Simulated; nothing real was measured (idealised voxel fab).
Process module name: voxel plated lines
165 nm wide, 5 nm square cells: that's cross-section cut.
If you're reading a cross-section in this doc, picture square cells in a grid; it comes to you as bands, top ones listed first down to the bottom, and a band can be one or more rows of cells.
Quick guide to a band line: top height, bottom height (nm) up front; then every material left to right with its width in nm. Only one material and it's marked "throughout"? Then it fills the band edge to edge. And "empty" just means empty space.
All heights in this document are referenced to 0, defined as the level beneath which the wafer, as received, consists entirely of one material. The lowest band is not bounded below; it extends indefinitely downward and is written in the form "0 -> down".
Per-row width for "30->40": begins at first number (top row of band), ends at second number (bottom row), increment between rows held constant.
Step note "nothing was modified" = no cross-section cell changed.
"Enclosed voids" means: voids of 8 cells or more that are shut off from the top with no open way through. Written width x height at distance, distance from the left edge, in nm.
Formally, on a step line, whatever follows the settings is a remark that the simulator itself makes on the step.
overlay nm: mask offset rightward from planned place, masked step; negative means leftward offset.

# Process steps foreseen in the plan
1: RECEIVE: material Si
2: CONFORMAL_DEP: material Al2O3, thk nm 10
3: DIRECTIONAL_DEP: material TiN, thk nm 5
4: PATTERN: tone open, mask id LINES, material resist, width nm 15, pitch nm 40, thk nm 35, overlay nm 0
5: EPI: material Ru, thk nm 5
6: EPI: material Ru, thk nm 10
7: EPI: material Ru, thk nm 10
8: STRIP: etch materials resist
9: DIRECTIONAL_ETCH: etch materials TiN, depth nm 5
10: CONFORMAL_DEP: material SiO2, thk nm 10

# Run as planned: first of two wafers

# As received (post step 1): cross-section
> 0 -> down | Si throughout
> Enclosed voids: none

# The wafer in cross-section once step 2 is complete
> 10 -> 0 | Al2O3 throughout
> below 0: unchanged

# The wafer in cross-section once step 3 is complete
> 15 -> 10 | TiN throughout
> below 10: unchanged

# The wafer in cross-section once step 4 is complete
> 50 -> 15 | resist 35; empty 15; resist 25; empty 15; resist 25; empty 15; resist 35
> below 15: unchanged

# The wafer in cross-section once step 5 is complete
> 50 -> 20 | resist 35; empty 15; resist 25; empty 15; resist 25; empty 15; resist 35
> 20 -> 15 | resist 35; Ru 15; resist 25; Ru 15; resist 25; Ru 15; resist 35
> below 15: unchanged

# The wafer in cross-section once step 6 is complete
> 50 -> 30 | resist 35; empty 15; resist 25; empty 15; resist 25; empty 15; resist 35
> 30 -> 15 | resist 35; Ru 15; resist 25; Ru 15; resist 25; Ru 15; resist 35
> below 15: unchanged

# The wafer in cross-section once step 7 is complete
> 50 -> 40 | resist 35; empty 15; resist 25; empty 15; resist 25; empty 15; resist 35
> 40 -> 15 | resist 35; Ru 15; resist 25; Ru 15; resist 25; Ru 15; resist 35
> below 15: unchanged

# The wafer in cross-section once step 8 is complete
> 40 -> 15 | empty 35; Ru 15; empty 25; Ru 15; empty 25; Ru 15; empty 35
> below 15: unchanged

# The wafer in cross-section once step 9 is complete
> 40 -> 15 | empty 35; Ru 15; empty 25; Ru 15; empty 25; Ru 15; empty 35
> 15 -> 10 | empty 35; TiN 15; empty 25; TiN 15; empty 25; TiN 15; empty 35
> below 10: unchanged

# The wafer in cross-section once step 10 is complete
> 50 -> 40 | empty 25; SiO2 35; empty 5; SiO2 35; empty 5; SiO2 35; empty 25
> 40 -> 20 | empty 25; SiO2 10; Ru 15; SiO2 10; empty 5; SiO2 10; Ru 15; SiO2 10; empty 5; SiO2 10; Ru 15; SiO2 10; empty 25
> 20 -> 15 | SiO2 35; Ru 15; SiO2 25; Ru 15; SiO2 25; Ru 15; SiO2 35
> 15 -> 10 | SiO2 35; TiN 15; SiO2 25; TiN 15; SiO2 25; TiN 15; SiO2 35
> below 10: unchanged

# What follows concerns the second wafer, which started out like the first and was meant to follow the very same plan; one mistake crept in when it was run, but everything up to and including step 3 is the same as for the first wafer

# when step 4 should have ended
> 50 -> 15 | empty 35; resist 15; empty 25; resist 15; empty 25; resist 15; empty 35
> below 15: unchanged

# when step 5 should have ended
> 50 -> 20 | empty 35; resist 15; empty 25; resist 15; empty 25; resist 15; empty 35
> 20 -> 15 | Ru 35; resist 15; Ru 25; resist 15; Ru 25; resist 15; Ru 35
> below 15: unchanged

# when step 6 should have ended
> 50 -> 30 | empty 35; resist 15; empty 25; resist 15; empty 25; resist 15; empty 35
> 30 -> 15 | Ru 35; resist 15; Ru 25; resist 15; Ru 25; resist 15; Ru 35
> below 15: unchanged

# when step 7 should have ended
> 50 -> 40 | empty 35; resist 15; empty 25; resist 15; empty 25; resist 15; empty 35
> 40 -> 15 | Ru 35; resist 15; Ru 25; resist 15; Ru 25; resist 15; Ru 35
> below 15: unchanged

# when step 8 should have ended
> 40 -> 15 | Ru 35; empty 15; Ru 25; empty 15; Ru 25; empty 15; Ru 35
> below 15: unchanged

# when step 9 should have ended
> 40 -> 15 | Ru 35; empty 15; Ru 25; empty 15; Ru 25; empty 15; Ru 35
> 15 -> 10 | TiN 35; empty 15; TiN 25; empty 15; TiN 25; empty 15; TiN 35
> below 10: unchanged

# when step 10 should have ended
> 50 -> 40 | SiO2 throughout
> 40 -> 15 | Ru 35; SiO2 15; Ru 25; SiO2 15; Ru 25; SiO2 15; Ru 35
> 15 -> 10 | TiN 35; SiO2 15; TiN 25; SiO2 15; TiN 25; SiO2 15; TiN 35
> below 10: unchanged
What was done differently from what was planned? step 4: run off-plan, actual operation and settings PATTERN: tone cover, mask id LINES, material resist, width nm 15, pitch nm 40, thk nm 35, overlay nm 0
The closing comparison, in cells, has the second wafer with more or fewer of some materials than the first: +75 Ru | -18 SiO2 | +15 TiN
